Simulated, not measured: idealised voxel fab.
process module | voxel trench capacitor
cross-section cut | 300 nm wide | cells 5 nm
A cross-section is a grid of square cells, given in bands from the top down. A band is one or more rows of cells.
Each band's line starts with the height of the band's top and of its bottom, in nm. Then come its materials from left to right, each with its width in nm. One material with "throughout" fills the band from edge to edge. "air" is empty space.
Height 0 is the level under which the wafer as received is all one material. The lowest band goes on downwards, as in "0 down".
A width such as "30 to 40" changes by the same amount from each row of cells to the next, from the band's top row to its bottom row.
"no change" after a step means that no cell of the cross-section changed.
closed voids: empty space of 8 cells or more with no open way to the top, each as width x height at its distance from the left edge, in nm
after a step's settings: what the simulator itself notes on the step
overlay nm, on a step with a mask: how far to the right of its planned place the mask lay; to the left if negative
plan
1 op RECEIVE | material Si
2 op CONFORMAL_DEP | material SiN | thk nm 5
3 op DIRECTIONAL_DEP | material aC | thk nm 10
4 op PATTERN | tone open | mask id TRENCH | material resist | width nm 20 | pitch nm 35 | thk nm 30 | overlay nm 0
5 op DIRECTIONAL_ETCH | etch materials aC | depth nm 10
6 op STRIP | etch materials resist
7 op DIRECTIONAL_ETCH | etch materials SiN | depth nm 5
8 op DIRECTIONAL_ETCH | etch materials Si | depth nm 35
9 op STRIP | etch materials aC
10 op CONFORMAL_DEP | material SiO2 | thk nm 5
11 op FILL_DEP | material polySi | thk nm 10
12 op CMP | height nm 5
first wafer, as planned
as received, after step 1
  0 down: Si throughout
  closed voids: none
after step 2
  5 to 0: SiN throughout
  below 0: unchanged
after step 3
  15 to 5: aC throughout
  below 5: unchanged
after step 4
  45 to 15: resist 105 | air 20 | resist 15 | air 20 | resist 15 | air 20 | resist 105
  below 15: unchanged
after step 5
  35 to 15: resist 105 | air 20 | resist 15 | air 20 | resist 15 | air 20 | resist 105
  15 to 5: aC 105 | air 20 | aC 15 | air 20 | aC 15 | air 20 | aC 105
  below 5: unchanged
after step 6
  15 to 5: aC 105 | air 20 | aC 15 | air 20 | aC 15 | air 20 | aC 105
  below 5: unchanged
after step 7
  15 to 5: aC 105 | air 20 | aC 15 | air 20 | aC 15 | air 20 | aC 105
  5 to 0: SiN 105 | air 20 | SiN 15 | air 20 | SiN 15 | air 20 | SiN 105
  below 0: unchanged
after step 8
  15 to 5: aC 105 | air 20 | aC 15 | air 20 | aC 15 | air 20 | aC 105
  5 to 0: SiN 105 | air 20 | SiN 15 | air 20 | SiN 15 | air 20 | SiN 105
  0 to -35: Si 105 | air 20 | Si 15 | air 20 | Si 15 | air 20 | Si 105
  below -35: unchanged
after step 9
  5 to 0: SiN 105 | air 20 | SiN 15 | air 20 | SiN 15 | air 20 | SiN 105
  below 0: unchanged
after step 10
  10 to 5: SiO2 110 | air 10 | SiO2 25 | air 10 | SiO2 25 | air 10 | SiO2 110
  5 to 0: SiN 105 | SiO2 5 | air 10 | SiO2 5 | SiN 15 | SiO2 5 | air 10 | SiO2 5 | SiN 15 | SiO2 5 | air 10 | SiO2 5 | SiN 105
  0 to -30: Si 105 | SiO2 5 | air 10 | SiO2 5 | Si 15 | SiO2 5 | air 10 | SiO2 5 | Si 15 | SiO2 5 | air 10 | SiO2 5 | Si 105
  -30 to -35: Si 105 | SiO2 20 | Si 15 | SiO2 20 | Si 15 | SiO2 20 | Si 105
  below -35: unchanged
after step 11
  20 to 10: polySi throughout
  10 to 5: SiO2 110 | polySi 10 | SiO2 25 | polySi 10 | SiO2 25 | polySi 10 | SiO2 110
  5 to 0: SiN 105 | SiO2 5 | polySi 10 | SiO2 5 | SiN 15 | SiO2 5 | polySi 10 | SiO2 5 | SiN 15 | SiO2 5 | polySi 10 | SiO2 5 | SiN 105
  0 to -30: Si 105 | SiO2 5 | polySi 10 | SiO2 5 | Si 15 | SiO2 5 | polySi 10 | SiO2 5 | Si 15 | SiO2 5 | polySi 10 | SiO2 5 | Si 105
  below -30: unchanged
after step 12
  5 to 0: SiN 105 | SiO2 5 | polySi 10 | SiO2 5 | SiN 15 | SiO2 5 | polySi 10 | SiO2 5 | SiN 15 | SiO2 5 | polySi 10 | SiO2 5 | SiN 105
  below 0: unchanged
second wafer: like start, like plan, one mistake. Through step 11 it matches the first wafer
when step 12 should have ended: no change
what went wrong: step 12 was left out
at the end the second wafer has, in cells: 54 more of SiO2 | 126 more of polySi
